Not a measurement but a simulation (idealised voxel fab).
Process module, titled voxel capacitor over wiring
This is section cut - it's 155 nm across, gridded in 5 nm square cells.
This document writes a cross-section as a grid whose cells are square, and gives it as bands, listed from the top down; one or more rows of cells form a band.
Top height, bottom height, nm. Materials left to right, width each, nm. Single material + "throughout" = fills band edge to edge. "air" = empty.
Height reference: 0 = level under which incoming wafer is all one material. Lowest band: no bottom, runs on downward, e.g. "0 down".
So if you see something like "30->40" for the width, read it as the top row of the band sitting at the first number and the bottom row at the second, with every row in between moving by the same amount as the last.
No cell of the cross-section changed in a step that is given as "nothing changed".
Enclosed voids: empty space of 8 cells or more with no open way to the top, each as width x height at its distance from the left edge, in nm
Formally, on a step line, whatever follows the settings is a remark that the simulator itself makes on the step.
overlay nm: where the mask lay relative to plan, measured to the right, on steps with a mask; negatives go left.
The planned process steps are enumerated hereunder:
- 1: RECEIVE, material Si
- 2: CONFORMAL_DEP, material SiO2, thk nm 10
- 3: CONFORMAL_DEP, material SiCN, thk nm 5
- 4: DIRECTIONAL_DEP, material SiO2, thk nm 15
- 5: DIRECTIONAL_DEP, material aC, thk nm 15
- 6: PATTERN, tone open, mask id METAL_1, material resist, width nm 20, pitch nm 80, thk nm 35, overlay nm 0
- 7: DIRECTIONAL_ETCH, etch materials aC, depth nm 15
- 8: STRIP, etch materials resist
- 9: DIRECTIONAL_ETCH, etch materials SiO2, depth nm 15
- 10: DIRECTIONAL_ETCH, etch materials SiCN, depth nm 5
- 11: STRIP, etch materials aC
- 12: CONFORMAL_DEP, material TiN, thk nm 5
- 13: FILL_DEP, material Ru, thk nm 5
- 14: CMP, height nm 30
- 15: EPI, material Ru, thk nm 5
- 16: FILL_DEP, material SiCN, thk nm 5
- 17: DIRECTIONAL_DEP, material lowk, thk nm 10
- 18: MASKED_ETCH, tone open, mask id PLUG_1, width nm 15, etch materials lowk, depth nm 10, overlay nm 0
- 19: MASKED_ETCH, tone open, mask id PLUG_1, width nm 15, etch materials SiCN, depth nm 5, overlay nm 0
- 20: CONFORMAL_DEP, material TiN, thk nm 5
- 21: FILL_DEP, material W, thk nm 5
- 22: CMP, height nm 50
- 23: DIRECTIONAL_DEP, material TiN, thk nm 5
- 24: DIRECTIONAL_DEP, material HfO2, thk nm 5
- 25: DIRECTIONAL_DEP, material TiN, thk nm 10
- 26: DIRECTIONAL_DEP, material aC, thk nm 15
- 27: PATTERN, tone cover, mask id UPPER_PLATE, material resist, width nm 65, thk nm 30, overlay nm 0
- 28: DIRECTIONAL_ETCH, etch materials aC, depth nm 15
- 29: STRIP, etch materials resist
- 30: DIRECTIONAL_ETCH, etch materials TiN, depth nm 10
- 31: DIRECTIONAL_ETCH, etch materials HfO2, depth nm 5
- 32: STRIP, etch materials aC
- 33: MASKED_ETCH, tone cover, mask id LOWER_PLATE, width nm 75, etch materials TiN, depth nm 5, overlay nm 0
- 34: FILL_DEP, material SiO2, thk nm 20
- 35: CMP, height nm 85
- 36: DIRECTIONAL_DEP, material aC, thk nm 15
- 37: PATTERN, tone open, mask id PLUG_2, material resist, width nm 15, thk nm 30, overlay nm 0
- 38: DIRECTIONAL_ETCH, etch materials aC, depth nm 15
- 39: STRIP, etch materials resist
- 40: DIRECTIONAL_ETCH, etch materials SiO2, depth nm 15
- 41: STRIP, etch materials aC
- 42: CONFORMAL_DEP, material TiN, thk nm 5
- 43: FILL_DEP, material Cu, thk nm 10
- 44: CMP, height nm 85
- 45: CONFORMAL_DEP, material SiN, thk nm 5
Incoming wafer, cross-sectional view, post step 1:
	0 down  Si throughout
	Enclosed voids: none
Wafer at module end, in section. Began as above, planned as above, run with one mistake:
	90 to 85  SiN throughout
	85 to 75  SiO2 40  TiN 5  Cu 5  TiN 5  SiO2 100
	75 to 70  SiO2 40  TiN 15  SiO2 100
	70 to 60  SiO2 30  TiN 65  SiO2 60
	60 to 55  SiO2 30  HfO2 65  SiO2 60
	55 to 50  SiO2 25  TiN 75  SiO2 55
	50 to 40  lowk 30  TiN 5  W 5  TiN 5  lowk 110
	40 to 35  SiCN 30  TiN 15  SiCN 110
	35 to 30  SiCN 20  Ru 30  SiCN 50  Ru 30  SiCN 25
	30 to 25  SiCN 25  TiN 20  SiCN 60  TiN 20  SiCN 30
	25 to 0  SiO2 throughout
	0 down  Si throughout
	Enclosed voids: none
Processing error: ran 3 and 4 in swapped order versus the plan
